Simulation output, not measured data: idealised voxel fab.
process module | voxel transistor to metal
cross-section cut | 210 nm wide | cells 5 nm
A cross-section is a grid of square cells, given in bands from the top down. A band is one or more rows of cells.
Each band's line starts with the height of the band's top and of its bottom, in nm. Then come its materials from left to right, each with its width in nm. One material with "throughout" fills the band from edge to edge. "air" is empty space.
Height 0 is the level under which the wafer as received is all one material. The lowest band goes on downwards, as in "0 down".
A width such as "30 to 40" changes by the same amount from each row of cells to the next, from the band's top row to its bottom row.
"no change" after a step means that no cell of the cross-section changed.
closed voids: empty space of 8 cells or more with no open way to the top, each as width x height at its distance from the left edge, in nm
after a step's settings: what the simulator itself notes on the step
overlay nm, on a step with a mask: how far to the right of its planned place the mask lay; to the left if negative
plan
1 op RECEIVE | material Si
2 op OXIDIZE | depth nm 5
3 op CONFORMAL_DEP | material SiN | thk nm 15
4 op MASKED_ETCH | tone cover | mask id ACTIVE | width nm 115 | etch materials SiN | depth nm 15 | overlay nm 0
5 op MASKED_ETCH | tone cover | mask id ACTIVE | width nm 115 | etch materials SiO2 | depth nm 5 | overlay nm 0
6 op MASKED_ETCH | tone cover | mask id ACTIVE | width nm 115 | etch materials Si | depth nm 25 | overlay nm 0
7 op OXIDIZE | depth nm 5
8 op FILL_DEP | material SiO2 | thk nm 15
9 op CMP | height nm 15
10 op SELECTIVE_ETCH | etch materials SiO2 | depth nm 10
11 op STRIP | etch materials SiN
12 op SELECTIVE_ETCH | etch materials SiO2 | depth nm 5
13 op OXIDIZE | depth nm 5
14 op DIRECTIONAL_DEP | material polySi | thk nm 25
15 op DIRECTIONAL_DEP | material SiCN | thk nm 10
16 op DIRECTIONAL_DEP | material aC | thk nm 10
17 op PATTERN | tone cover | mask id GATE | material resist | width nm 15 | thk nm 25 | overlay nm 0
18 op DIRECTIONAL_ETCH | etch materials aC | depth nm 10
19 op STRIP | etch materials resist
20 op DIRECTIONAL_ETCH | etch materials SiCN | depth nm 20
21 op DIRECTIONAL_ETCH | etch materials polySi | depth nm 35
22 op STRIP | etch materials aC
23 op CONFORMAL_DEP | material SiN | thk nm 10
24 op DIRECTIONAL_ETCH | etch materials SiN | depth nm 10
25 op DIRECTIONAL_ETCH | etch materials SiO2 | depth nm 5
26 op DIRECTIONAL_ETCH | etch materials Si | depth nm 10
27 op EPI | material nSi | thk nm 15
28 op FILL_DEP | material SiO2 | thk nm 5
29 op CMP | height nm 30
30 op DIRECTIONAL_DEP | material SiO2 | thk nm 15
31 op DIRECTIONAL_DEP | material aC | thk nm 10
32 op PATTERN | tone open | mask id CONTACT | material resist | width nm 20 | pitch nm 75 | thk nm 30 | overlay nm 0
33 op DIRECTIONAL_ETCH | etch materials aC | depth nm 10
34 op STRIP | etch materials resist
35 op DIRECTIONAL_ETCH | etch materials SiO2 | depth nm 50
36 op STRIP | etch materials aC
37 op CONFORMAL_DEP | material TiN | thk nm 5
38 op FILL_DEP | material W | thk nm 5
39 op CMP | height nm 45
40 op CONFORMAL_DEP | material SiCN | thk nm 5
41 op DIRECTIONAL_DEP | material lowk | thk nm 25
42 op PATTERN | tone open | mask id METAL_1 | material resist | width nm 20 | pitch nm 75 | thk nm 15 | overlay nm 0
43 op DIRECTIONAL_ETCH | etch materials lowk | depth nm 25
44 op DIRECTIONAL_ETCH | etch materials SiCN | depth nm 5
45 op STRIP | etch materials resist
46 op CONFORMAL_DEP | material TiN | thk nm 5
47 op FILL_DEP | material Ru | thk nm 10
48 op CMP | height nm 75
49 op CONFORMAL_DEP | material SiN | thk nm 5
as received, after step 1
  0 down: Si throughout
  closed voids: none
a wafer at the end: this start, this plan, one mistake
  80 to 75: SiN throughout
  75 to 50: lowk 55 | TiN 5 | Ru 10 | TiN 5 | lowk 55 | TiN 5 | Ru 10 | TiN 5 | lowk 60
  50 to 45: SiCN 55 | TiN 20 | SiCN 55 | TiN 20 | SiCN 60
  45 to 30: SiO2 55 | TiN 5 | aC 10 | TiN 5 | SiO2 55 | TiN 5 | aC 10 | TiN 5 | SiO2 60
  30 to 20: SiO2 55 | TiN 5 | aC 10 | TiN 5 | SiO2 10 | SiN 10 | SiCN 15 | SiN 10 | SiO2 10 | TiN 5 | aC 10 | TiN 5 | SiO2 60
  20 to 10: SiO2 55 | TiN 5 | aC 10 | TiN 5 | SiO2 10 | SiN 10 | polySi 15 | SiN 10 | SiO2 10 | TiN 5 | aC 10 | TiN 5 | SiO2 60
  10 to 5: SiO2 55 | TiN 5 | aC 5 | TiN 10 | SiO2 10 | SiN 10 | polySi 15 | SiN 10 | SiO2 10 | TiN 10 | aC 5 | TiN 5 | SiO2 60
  5 to 0: SiO2 55 | TiN 5 | aC 5 | TiN 5 | nSi 15 | SiN 10 | polySi 15 | SiN 10 | nSi 15 | TiN 5 | aC 5 | TiN 5 | SiO2 60
  0 to -5: SiO2 40 | SiN 10 | SiO2 5 | TiN 15 | nSi 15 | SiN 10 | polySi 15 | SiN 10 | nSi 15 | TiN 15 | SiO2 5 | SiN 10 | SiO2 45
  -5 to -10: SiO2 50 | nSi 35 | SiO2 35 | nSi 35 | SiO2 55
  -10 to -20: SiO2 50 | nSi 35 | Si 35 | nSi 35 | SiO2 55
  -20 to -35: SiO2 50 | Si 105 | SiO2 55
  -35 down: Si throughout
  closed voids: none
what went wrong: step 38 ran as: op FILL_DEP | material aC | thk nm 5
